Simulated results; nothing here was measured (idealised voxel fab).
The following process module bears the name voxel self aligned vias.
Cross-section cut spans 170 nm and uses square cells 5 nm in size.
Notation: cross-section as square-cell grid; stated in bands, top first, going down; one or more cell rows per band.
Top height, bottom height, nm. Materials left to right, width each, nm. Single material + "full width" = fills band edge to edge. "empty" = empty.
Convention: height 0 is the level below which the wafer, as received, is all one material. The lowest band does not terminate at the bottom but continues downward, represented as "0 and below".
The two numbers in a width such as "30->40" mark its ends across the band: the first belongs to the top row of cells, the second to the bottom row, and from each row to the next the width moves by the same amount.
"all unchanged" for a step: no cell of the cross-section changed in that step.
Empty spaces without an open route to the top, at least 8 cells in extent, make up the entry "Fully enclosed voids"; each is given as width x height at distance, where the distance is measured from the left edge, and all are in nm.
Whatever follows a step's settings on its line is a remark the simulator itself makes about that step.
"overlay nm" answers the question of how far to the right of plan the mask lay on a step that has a mask, and when it is negative the answer is to the left.

STEPS IN THE PROCESS PLAN
step 1: op RECEIVE | material Si
step 2: op CONFORMAL_DEP | material SiO2 | thk nm 10
step 3: op CONFORMAL_DEP | material SiCN | thk nm 5
step 4: op DIRECTIONAL_DEP | material lowk | thk nm 20
step 5: op MASKED_ETCH | tone open | mask id LINES | width nm 30 | pitch nm 80 | etch materials lowk | depth nm 20 | overlay nm 0
step 6: op CONFORMAL_DEP | material TiN | thk nm 5
step 7: op FILL_DEP | material Ru | thk nm 10
step 8: op CMP | height nm 35
step 9: op SELECTIVE_ETCH | etch materials W Ru TiN | depth nm 5
step 10: op FILL_DEP | material SiN | thk nm 5
step 11: op CMP | height nm 35
step 12: op DIRECTIONAL_DEP | material lowk | thk nm 20
step 13: op DIRECTIONAL_DEP | material aC | thk nm 10
step 14: op PATTERN | tone open | mask id VIAS | material resist | width nm 50 | thk nm 30 | overlay nm 0
step 15: op DIRECTIONAL_ETCH | etch materials aC | depth nm 10
step 16: op STRIP | etch materials resist
step 17: op DIRECTIONAL_ETCH | etch materials lowk | depth nm 20
step 18: op DIRECTIONAL_ETCH | etch materials SiN | depth nm 5
step 19: op STRIP | etch materials aC
step 20: op CONFORMAL_DEP | material TiN | thk nm 5
step 21: op FILL_DEP | material Ru | thk nm 10
step 22: op CMP | height nm 55
step 23: op CONFORMAL_DEP | material SiCN | thk nm 5

CROSS-SECTION OF THE WAFER AS IT CAME TO US, I.E., ALREADY THROUGH STEP 1
> 0 and below | Si full width
> Fully enclosed voids: none

THE FIRST OF TWO WAFERS, CROSS-SECTIONED AT THE END OF THE MODULE, WITH THE RUN PROCEEDING AS PLANNED
> 60 down to 55 | SiCN full width
> 55 down to 40 | lowk 20 nm, TiN 5 nm, Ru 40 nm, TiN 5 nm, lowk 100 nm
> 40 down to 35 | lowk 20 nm, TiN 15 nm, Ru 20 nm, TiN 15 nm, lowk 100 nm
> 35 down to 30 | lowk 30 nm, TiN 30 nm, lowk 50 nm, SiN 30 nm, lowk 30 nm
> 30 down to 20 | lowk 30 nm, TiN 5 nm, Ru 20 nm, TiN 5 nm, lowk 50 nm, TiN 5 nm, Ru 20 nm, TiN 5 nm, lowk 30 nm
> 20 down to 15 | lowk 30 nm, TiN 30 nm, lowk 50 nm, TiN 30 nm, lowk 30 nm
> 15 down to 10 | SiCN full width
> 10 down to 0 | SiO2 full width
> 0 and below | Si full width
> Fully enclosed voids: none

CROSS-SECTIONAL IMAGE OF THE SECOND WAFER OF THE TWO FOLLOWING COMPLETION OF THE MODULE. STARTING STATE AND PROCESS PLAN WERE THE SAME AS FOR THE FIRST WAFER; ONE EXECUTION ERROR OCCURRED
> 60 down to 55 | SiCN full width
> 55 down to 50 | TiN 25 nm, Ru 40 nm, TiN 105 nm
> 50 down to 35 | lowk 20 nm, TiN 5 nm, Ru 40 nm, TiN 5 nm, lowk 100 nm
> 35 down to 30 | lowk 20 nm, TiN 50 nm, lowk 100 nm
> 30 down to 20 | lowk 30 nm, TiN 5 nm, Ru 20 nm, TiN 5 nm, lowk 50 nm, TiN 5 nm, Ru 20 nm, TiN 5 nm, lowk 30 nm
> 20 down to 15 | lowk 30 nm, TiN 30 nm, lowk 50 nm, TiN 30 nm, lowk 30 nm
> 15 down to 10 | SiCN full width
> 10 down to 0 | SiO2 full width
> 0 and below | Si full width
> Fully enclosed voids: none
Plan not followed: the process deviated at step 11: the operation and settings actually run there were op CMP | height nm 30
The closing comparison, in cells, has the second wafer with more or fewer of some materials than the first: +4 Ru | -6 SiN | +24 TiN | -22 lowk
